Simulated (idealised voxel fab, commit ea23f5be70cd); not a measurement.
This section sets out a process module, namely voxel air gaps.
cross-section cut | 175 nm wide | cells 5 nm
A cross-section is written here as square cells arranged in a grid, and it is given in bands from the top down, each band taking up one or more rows of cells. In this notation a band is specified by the heights of its top and bottom, in that order and in nm, after which its materials appear from left to right, each paired with its width in nm. The word "full width" attached to a single material means that material fills the band from edge to edge; the word "blank" stands for empty space. Note: height 0 marks the level under which the wafer is uniformly one material as received. Lowest band unbounded below, written "z 0 and below". It should be noted that a width expressed as "30 to 40" varies in equal increments from row to row of cells within the band, taking the value of the first number at the top row and that of the second number at the bottom row. "nothing different" after a step means that no cell of the cross-section changed. Enclosed voids (no open way to top), threshold 8 cells or more, entry "Fully sealed cavities", notation width x height at distance, distance from left edge, nm. Where a step's line continues beyond its settings, the continuation is a remark by the simulator itself on that step. overlay nm: mask offset rightward from planned place, masked step; negative means leftward offset.
# The planned process steps are enumerated hereunder
- 1: RECEIVE, material Si
- 2: CONFORMAL_DEP, material SiO2, thk nm 15
- 3: CONFORMAL_DEP, material SiCN, thk nm 5
- 4: DIRECTIONAL_DEP, material lowk, thk nm 35
- 5: DIRECTIONAL_DEP, material aC, thk nm 15
- 6: PATTERN, tone open, mask id LINES, material resist, width nm 25, pitch nm 50, thk nm 30, overlay nm 0
- 7: DIRECTIONAL_ETCH, etch materials aC, depth nm 15
- 8: STRIP, etch materials resist
- 9: DIRECTIONAL_ETCH, etch materials lowk, depth nm 35
- 10: STRIP, etch materials aC
- 11: CONFORMAL_DEP, material TiN, thk nm 5
- 12: FILL_DEP, material Cu, thk nm 5
- 13: CMP, height nm 55
- 14: EPI, material Ru, thk nm 10
- 15: SELECTIVE_ETCH, etch materials lowk, depth nm 45
- 16: CONFORMAL_DEP, material SiCN, thk nm 5
# First wafer, two in total, run as planned
# Wafer as received: cross-section following step 1
z 0 and below = Si full width
Fully sealed cavities: none
# Wafer section view after processing step 2
z 15 to 0 = SiO2 full width
Under 0: no change, same as before.
# Wafer section view after processing step 3
z 20 to 15 = SiCN full width
Under 15: no change, same as before.
# Wafer section view after processing step 4
z 55 to 20 = lowk full width
Under 20: no change, same as before.
# Wafer section view after processing step 5
z 70 to 55 = aC full width
Under 55: no change, same as before.
# Wafer section view after processing step 6
z 100 to 70 = 25 nm resist, then 25 nm blank, then 25 nm resist, then 25 nm blank, then 25 nm resist, then 25 nm blank, then 25 nm resist
Under 70: no change, same as before.
# Wafer section view after processing step 7
z 85 to 70 = 25 nm resist, then 25 nm blank, then 25 nm resist, then 25 nm blank, then 25 nm resist, then 25 nm blank, then 25 nm resist
z 70 to 55 = 25 nm aC, then 25 nm blank, then 25 nm aC, then 25 nm blank, then 25 nm aC, then 25 nm blank, then 25 nm aC
Under 55: no change, same as before.
# Wafer section view after processing step 8
z 70 to 55 = 25 nm aC, then 25 nm blank, then 25 nm aC, then 25 nm blank, then 25 nm aC, then 25 nm blank, then 25 nm aC
Under 55: no change, same as before.
# Wafer section view after processing step 9
z 70 to 55 = 25 nm aC, then 25 nm blank, then 25 nm aC, then 25 nm blank, then 25 nm aC, then 25 nm blank, then 25 nm aC
z 55 to 20 = 25 nm lowk, then 25 nm blank, then 25 nm lowk, then 25 nm blank, then 25 nm lowk, then 25 nm blank, then 25 nm lowk
Under 20: no change, same as before.
# Wafer section view after processing step 10
z 55 to 20 = 25 nm lowk, then 25 nm blank, then 25 nm lowk, then 25 nm blank, then 25 nm lowk, then 25 nm blank, then 25 nm lowk
Under 20: no change, same as before.
# Wafer section view after processing step 11
z 60 to 55 = 30 nm TiN, then 15 nm blank, then 35 nm TiN, then 15 nm blank, then 35 nm TiN, then 15 nm blank, then 30 nm TiN
z 55 to 25 = 25 nm lowk, then 5 nm TiN, then 15 nm blank, then 5 nm TiN, then 25 nm lowk, then 5 nm TiN, then 15 nm blank, then 5 nm TiN, then 25 nm lowk, then 5 nm TiN, then 15 nm blank, then 5 nm TiN, then 25 nm lowk
z 25 to 20 = 25 nm lowk, then 25 nm TiN, then 25 nm lowk, then 25 nm TiN, then 25 nm lowk, then 25 nm TiN, then 25 nm lowk
Under 20: no change, same as before.
# Wafer section view after processing step 12
z 65 to 60 = Cu full width
z 60 to 55 = 30 nm TiN, then 15 nm Cu, then 35 nm TiN, then 15 nm Cu, then 35 nm TiN, then 15 nm Cu, then 30 nm TiN
z 55 to 25 = 25 nm lowk, then 5 nm TiN, then 15 nm Cu, then 5 nm TiN, then 25 nm lowk, then 5 nm TiN, then 15 nm Cu, then 5 nm TiN, then 25 nm lowk, then 5 nm TiN, then 15 nm Cu, then 5 nm TiN, then 25 nm lowk
Under 25: no change, same as before.
# Wafer section view after processing step 13
z 55 to 25 = 25 nm lowk, then 5 nm TiN, then 15 nm Cu, then 5 nm TiN, then 25 nm lowk, then 5 nm TiN, then 15 nm Cu, then 5 nm TiN, then 25 nm lowk, then 5 nm TiN, then 15 nm Cu, then 5 nm TiN, then 25 nm lowk
Under 25: no change, same as before.
# Wafer section view after processing step 14
z 65 to 55 = 15 nm blank, then 45 nm Ru, then 5 nm blank, then 45 nm Ru, then 5 nm blank, then 45 nm Ru, then 15 nm blank
Under 55: no change, same as before.
# Wafer section view after processing step 15
z 65 to 55 = 15 nm blank, then 45 nm Ru, then 5 nm blank, then 45 nm Ru, then 5 nm blank, then 45 nm Ru, then 15 nm blank
z 55 to 25 = 25 nm blank, then 5 nm TiN, then 15 nm Cu, then 5 nm TiN, then 25 nm blank, then 5 nm TiN, then 15 nm Cu, then 5 nm TiN, then 25 nm blank, then 5 nm TiN, then 15 nm Cu, then 5 nm TiN, then 25 nm blank
z 25 to 20 = 25 nm blank, then 25 nm TiN, then 25 nm blank, then 25 nm TiN, then 25 nm blank, then 25 nm TiN, then 25 nm blank
Under 20: no change, same as before.
# Wafer section view after processing step 16
z 70 to 65 = 10 nm blank, then 155 nm SiCN, then 10 nm blank
z 65 to 55 = 10 nm blank, then 5 nm SiCN, then 45 nm Ru, then 5 nm SiCN, then 45 nm Ru, then 5 nm SiCN, then 45 nm Ru, then 5 nm SiCN, then 10 nm blank
z 55 to 50 = 10 nm blank, then 15 nm SiCN, then 5 nm TiN, then 15 nm Cu, then 5 nm TiN, then 25 nm SiCN, then 5 nm TiN, then 15 nm Cu, then 5 nm TiN, then 25 nm SiCN, then 5 nm TiN, then 15 nm Cu, then 5 nm TiN, then 15 nm SiCN, then 10 nm blank
z 50 to 25 = 20 nm blank, then 5 nm SiCN, then 5 nm TiN, then 15 nm Cu, then 5 nm TiN, then 5 nm SiCN, then 15 nm blank, then 5 nm SiCN, then 5 nm TiN, then 15 nm Cu, then 5 nm TiN, then 5 nm SiCN, then 15 nm blank, then 5 nm SiCN, then 5 nm TiN, then 15 nm Cu, then 5 nm TiN, then 5 nm SiCN, then 20 nm blank
z 25 to 20 = 25 nm SiCN, then 25 nm TiN, then 25 nm SiCN, then 25 nm TiN, then 25 nm SiCN, then 25 nm TiN, then 25 nm SiCN
Under 20: no change, same as before.
Fully sealed cavities: 15 x 25 at 55; 15 x 25 at 105
# For the second wafer, take the first wafer's start and plan, then add one mistake made in running it; everything through step 3, that step included, is shared with the first
# Cross-sectional view of the second wafer at the intended end time of process step 4
z 55 to 15 = SiCN full width
Under 15: no change, same as before.
# Cross-sectional view of the second wafer at the intended end time of process step 5
z 70 to 55 = aC full width
Under 55: no change, same as before.
# Cross-sectional view of the second wafer at the intended end time of process step 6
z 100 to 70 = 25 nm resist, then 25 nm blank, then 25 nm resist, then 25 nm blank, then 25 nm resist, then 25 nm blank, then 25 nm resist
Under 70: no change, same as before.
# Cross-sectional view of the second wafer at the intended end time of process step 7
z 85 to 70 = 25 nm resist, then 25 nm blank, then 25 nm resist, then 25 nm blank, then 25 nm resist, then 25 nm blank, then 25 nm resist
z 70 to 55 = 25 nm aC, then 25 nm blank, then 25 nm aC, then 25 nm blank, then 25 nm aC, then 25 nm blank, then 25 nm aC
Under 55: no change, same as before.
# Cross-sectional view of the second wafer at the intended end time of process step 8
z 70 to 55 = 25 nm aC, then 25 nm blank, then 25 nm aC, then 25 nm blank, then 25 nm aC, then 25 nm blank, then 25 nm aC
Under 55: no change, same as before.
Cross-sectional view of the second wafer at the intended end time of process step 9: nothing different
# Cross-sectional view of the second wafer at the intended end time of process step 10
z 55 to 15 = SiCN full width
Under 15: no change, same as before.
# Cross-sectional view of the second wafer at the intended end time of process step 11
z 60 to 55 = TiN full width
Under 55: no change, same as before.
# Cross-sectional view of the second wafer at the intended end time of process step 12
z 65 to 60 = Cu full width
Under 60: no change, same as before.
# Cross-sectional view of the second wafer at the intended end time of process step 13
z 55 to 15 = SiCN full width
Under 15: no change, same as before.
Cross-sectional view of the second wafer at the intended end time of process step 14: nothing different
Cross-sectional view of the second wafer at the intended end time of process step 15: nothing different
# Cross-sectional view of the second wafer at the intended end time of process step 16
z 60 to 15 = SiCN full width
Under 15: no change, same as before.
What went wrong in running the wafer? step 4 was run on a setting that differed from the plan, and what really ran there is DIRECTIONAL_DEP, material SiCN, thk nm 35
Upon completion, the second wafer contains, in terms of cells, a greater or smaller amount of certain materials than the first wafer: Cu -54 | Ru -54 | SiCN +175 | TiN -51
Final observation: first wafer, 2 closed voids; second wafer, 0 closed voids.
